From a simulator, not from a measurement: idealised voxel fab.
This section sets out a process module, namely voxel spacer lines.
Pictured: cross-section cut, 175 nm wide, on a grid of 5 nm square cells.
When this document writes out a cross-section, it uses a grid of square cells and lists it as bands, beginning at the top and moving down, with a band standing for one or more rows of cells. It is stipulated that each band's entry specify, in nanometres, the height of the top of the band and then that of its bottom, followed by the materials of the band in left-to-right sequence, each together with its width in nanometres. A single material marked by the word "all across" is understood to fill the band from edge to edge; the word "empty" is understood to denote empty space. Height reference: 0 = level under which incoming wafer is all one material. Lowest band: no bottom, runs on downward, e.g. "0..down". A width given as "30->40" starts at the first number in the band's top row and ends at the second number in its bottom row, shifting by an equal amount at every step from row to row. A step reported as "no change" is a step in which no cell of the cross-section changed. Basically, "Enclosed cavity list" tells you about the enclosed voids: empty spaces with no open way to the top, 8 cells or bigger, each written width x height at distance, where distance is from the left edge, all in nm. Note: text after step settings on the step line = simulator remark on that step. When a step includes a mask, the "overlay nm" setting on its line states how far to the right of its planned place that mask lay, and negative values state how far to the left.
The steps planned for the process are as follows:
1,op RECEIVE | material Si
2,op CONFORMAL_DEP | material Al2O3 | thk nm 5
3,op DIRECTIONAL_DEP | material SiN | thk nm 15
4,op DIRECTIONAL_DEP | material aC | thk nm 25
5,op PATTERN | tone cover | mask id MANDREL | material resist | width nm 15 | pitch nm 50 | thk nm 30 | overlay nm 0
6,op DIRECTIONAL_ETCH | etch materials aC | depth nm 25
7,op STRIP | etch materials resist
8,op CONFORMAL_DEP | material SiO2 | thk nm 10
9,op DIRECTIONAL_ETCH | etch materials SiO2 | depth nm 10
10,op STRIP | etch materials aC
11,op DIRECTIONAL_ETCH | etch materials SiN | depth nm 15
12,op STRIP | etch materials SiO2
first wafer, as planned:
Cross-section of the wafer at receipt, which is the condition after step 1:
> 0..down  Si all across
> Enclosed cavity list: none
Sectional view: wafer, after step 2:
> 5..0  Al2O3 all across
> No changes below 0.
Sectional view: wafer, after step 3:
> 20..5  SiN all across
> No changes below 5.
Sectional view: wafer, after step 4:
> 45..20  aC all across
> No changes below 20.
Sectional view: wafer, after step 5:
> 75..45  empty (30), resist (15), empty (35), resist (15), empty (35), resist (15), empty (30)
> No changes below 45.
Sectional view: wafer, after step 6:
> 50..45  empty (30), resist (15), empty (35), resist (15), empty (35), resist (15), empty (30)
> 45..20  empty (30), aC (15), empty (35), aC (15), empty (35), aC (15), empty (30)
> No changes below 20.
Sectional view: wafer, after step 7:
> 45..20  empty (30), aC (15), empty (35), aC (15), empty (35), aC (15), empty (30)
> No changes below 20.
Sectional view: wafer, after step 8:
> 55..45  empty (20), SiO2 (35), empty (15), SiO2 (35), empty (15), SiO2 (35), empty (20)
> 45..30  empty (20), SiO2 (10), aC (15), SiO2 (10), empty (15), SiO2 (10), aC (15), SiO2 (10), empty (15), SiO2 (10), aC (15), SiO2 (10), empty (20)
> 30..20  SiO2 (30), aC (15), SiO2 (35), aC (15), SiO2 (35), aC (15), SiO2 (30)
> No changes below 20.
Sectional view: wafer, after step 9:
> 45..20  empty (20), SiO2 (10), aC (15), SiO2 (10), empty (15), SiO2 (10), aC (15), SiO2 (10), empty (15), SiO2 (10), aC (15), SiO2 (10), empty (20)
> No changes below 20.
Sectional view: wafer, after step 10:
> 45..20  empty (20), SiO2 (10), empty (15), SiO2 (10), empty (15), SiO2 (10), empty (15), SiO2 (10), empty (15), SiO2 (10), empty (15), SiO2 (10), empty (20)
> No changes below 20.
Sectional view: wafer, after step 11:
> 45..20  empty (20), SiO2 (10), empty (15), SiO2 (10), empty (15), SiO2 (10), empty (15), SiO2 (10), empty (15), SiO2 (10), empty (15), SiO2 (10), empty (20)
> 20..5  empty (20), SiN (10), empty (15), SiN (10), empty (15), SiN (10), empty (15), SiN (10), empty (15), SiN (10), empty (15), SiN (10), empty (20)
> No changes below 5.
Sectional view: wafer, after step 12:
> 20..5  empty (20), SiN (10), empty (15), SiN (10), empty (15), SiN (10), empty (15), SiN (10), empty (15), SiN (10), empty (15), SiN (10), empty (20)
> No changes below 5.
Notes, second wafer: start = first wafer's, plan = first wafer's, execution had one mistake; history identical to first through step 4:
Second wafer profile in section, at the moment step 5 of the plan was meant to be complete:
> 75..45  empty (40), resist (15), empty (35), resist (15), empty (35), resist (15), empty (20)
> No changes below 45.
Second wafer profile in section, at the moment step 6 of the plan was meant to be complete:
> 50..45  empty (40), resist (15), empty (35), resist (15), empty (35), resist (15), empty (20)
> 45..20  empty (40), aC (15), empty (35), aC (15), empty (35), aC (15), empty (20)
> No changes below 20.
Second wafer profile in section, at the moment step 7 of the plan was meant to be complete:
> 45..20  empty (40), aC (15), empty (35), aC (15), empty (35), aC (15), empty (20)
> No changes below 20.
Second wafer profile in section, at the moment step 8 of the plan was meant to be complete:
> 55..45  empty (30), SiO2 (35), empty (15), SiO2 (35), empty (15), SiO2 (35), empty (10)
> 45..30  empty (30), SiO2 (10), aC (15), SiO2 (10), empty (15), SiO2 (10), aC (15), SiO2 (10), empty (15), SiO2 (10), aC (15), SiO2 (10), empty (10)
> 30..20  SiO2 (40), aC (15), SiO2 (35), aC (15), SiO2 (35), aC (15), SiO2 (20)
> No changes below 20.
Second wafer profile in section, at the moment step 9 of the plan was meant to be complete:
> 45..20  empty (30), SiO2 (10), aC (15), SiO2 (10), empty (15), SiO2 (10), aC (15), SiO2 (10), empty (15), SiO2 (10), aC (15), SiO2 (10), empty (10)
> No changes below 20.
Second wafer profile in section, at the moment step 10 of the plan was meant to be complete:
> 45..20  empty (30), SiO2 (10), empty (15), SiO2 (10), empty (15), SiO2 (10), empty (15), SiO2 (10), empty (15), SiO2 (10), empty (15), SiO2 (10), empty (10)
> No changes below 20.
Second wafer profile in section, at the moment step 11 of the plan was meant to be complete:
> 45..20  empty (30), SiO2 (10), empty (15), SiO2 (10), empty (15), SiO2 (10), empty (15), SiO2 (10), empty (15), SiO2 (10), empty (15), SiO2 (10), empty (10)
> 20..5  empty (30), SiN (10), empty (15), SiN (10), empty (15), SiN (10), empty (15), SiN (10), empty (15), SiN (10), empty (15), SiN (10), empty (10)
> No changes below 5.
Second wafer profile in section, at the moment step 12 of the plan was meant to be complete:
> 20..5  empty (30), SiN (10), empty (15), SiN (10), empty (15), SiN (10), empty (15), SiN (10), empty (15), SiN (10), empty (15), SiN (10), empty (10)
> No changes below 5.
Deviation from plan: for step 5, the planned setting was not used; the step was instead run as op PATTERN | tone cover | mask id MANDREL | material resist | width nm 15 | pitch nm 50 | thk nm 30 | overlay nm 10
Upon completion, the cell count for each material on the second wafer equals that on the first, whereas the spatial distribution of those cells differs.
